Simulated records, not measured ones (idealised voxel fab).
Module name: voxel released beams (process module)
Square cells of 5 nm make up the cross-section cut, whose width is 300 nm.
Throughout this document, each cross-section is represented as a grid of square cells and is presented as a sequence of bands enumerated from the top downward, where a band comprises one or more rows of cells.
A band entry consists of two parts. The first gives the height of the band's top and the height of its bottom, in nm. The rest lists the band's materials from left to right, each with its width in nm. A single material labelled with the word "edge to edge" fills the band from edge to edge, and the word "empty" marks empty space.
Height is counted from the level 0, under which the received wafer is composed throughout of one material. The lowest of the bands is not closed at the bottom but continues downward, in the notation "0 and below".
A width given as "30 to 40" starts at the first number in the band's top row and ends at the second number in its bottom row, shifting by an equal amount at every step from row to row.
Take "no change occurred" at face value: in the step it is given for, the cross-section changed in none of its cells.
Voids not open to the top, 8 cells minimum: see "closed voids". Written width x height at distance; distance is from the left edge; nm.
Heads up: the bit after the settings on a step's line is the simulator's remark on that step.
The line of a step may include "overlay nm". On a step with a mask, this value is how far to the right of its planned place the mask lay. A negative value means the mask lay to the left.

SO HERE'S THE LINEUP OF PROCESS STEPS WE PLANNED
| 1 | op RECEIVE | material Si |
| 2 | op CONFORMAL_DEP | material SiN | thk nm 10 |
| 3 | op DIRECTIONAL_DEP | material SiO2 | thk nm 20 |
| 4 | op MASKED_ETCH | tone open | mask id ANCHOR | width nm 40 | etch materials SiO2 | depth nm 20 | overlay nm 0 |
| 5 | op CONFORMAL_DEP | material W | thk nm 15 |
| 6 | op DIRECTIONAL_DEP | material aC | thk nm 5 |
| 7 | op PATTERN | tone cover | mask id BEAM | material resist | width nm 100 | thk nm 30 | overlay nm 0 |
| 8 | op DIRECTIONAL_ETCH | etch materials aC | depth nm 15 |
| 9 | op STRIP | etch materials resist |
| 10 | op DIRECTIONAL_ETCH | etch materials W | depth nm 15 |
| 11 | op STRIP | etch materials aC |
| 12 | op STRIP | etch materials SiO2 |
For this document, wafers share an identical start and vary in the step 6 thk nm; the plan quotes the first wafer's value.

SECTIONAL VIEW: FIRST OF SEVERAL WAFERS, AS RECEIVED, AFTER STEP 1
  0 and below  Si edge to edge
  closed voids: none

MODULE FINISHED, LAST STEP 12 DONE: CROSS-SECTION OF THE FIRST OF SEVERAL WAFERS
  45 down to 30  95 nm empty | 20 nm W | 10 nm empty | 70 nm W | 105 nm empty
  30 down to 25  100 nm empty | 15 nm W | 10 nm empty | 15 nm W | 160 nm empty
  25 down to 10  100 nm empty | 40 nm W | 160 nm empty
  10 down to 0  SiN edge to edge
  0 and below  Si edge to edge
  closed voids: none

CROSS-SECTION, LAST WAFER, MODULE COMPLETION
  45 down to 30  115 nm W | 10 nm empty | 175 nm W
  30 down to 25  100 nm SiO2 | 15 nm W | 10 nm empty | 15 nm W | 160 nm SiO2
  25 down to 10  100 nm SiO2 | 40 nm W | 160 nm SiO2
  10 down to 0  SiN edge to edge
  0 and below  Si edge to edge
  closed voids: none

TABULATED BELOW, WAFER BY WAFER, ARE THE END-OF-MODULE RESULTS: FOR EACH MATERIAL, THE NUMBER OF CELLS GAINED (+) OR LOST (-) RELATIVE TO THE AS-RECEIVED STATE, FOLLOWED BY THE CLOSED VOIDS
thk nm 5 | +120 SiN | +84 W | closed voids: none
thk nm 10 | +120 SiN | +84 W | closed voids: none
thk nm 15 | +120 SiN | +84 W | closed voids: none
thk nm 20 | +120 SiN | +208 SiO2 | +204 W | closed voids: none
thk nm 25 | +120 SiN | +208 SiO2 | +204 W | closed voids: none
thk nm 30 | +120 SiN | +208 SiO2 | +204 W | closed voids: none
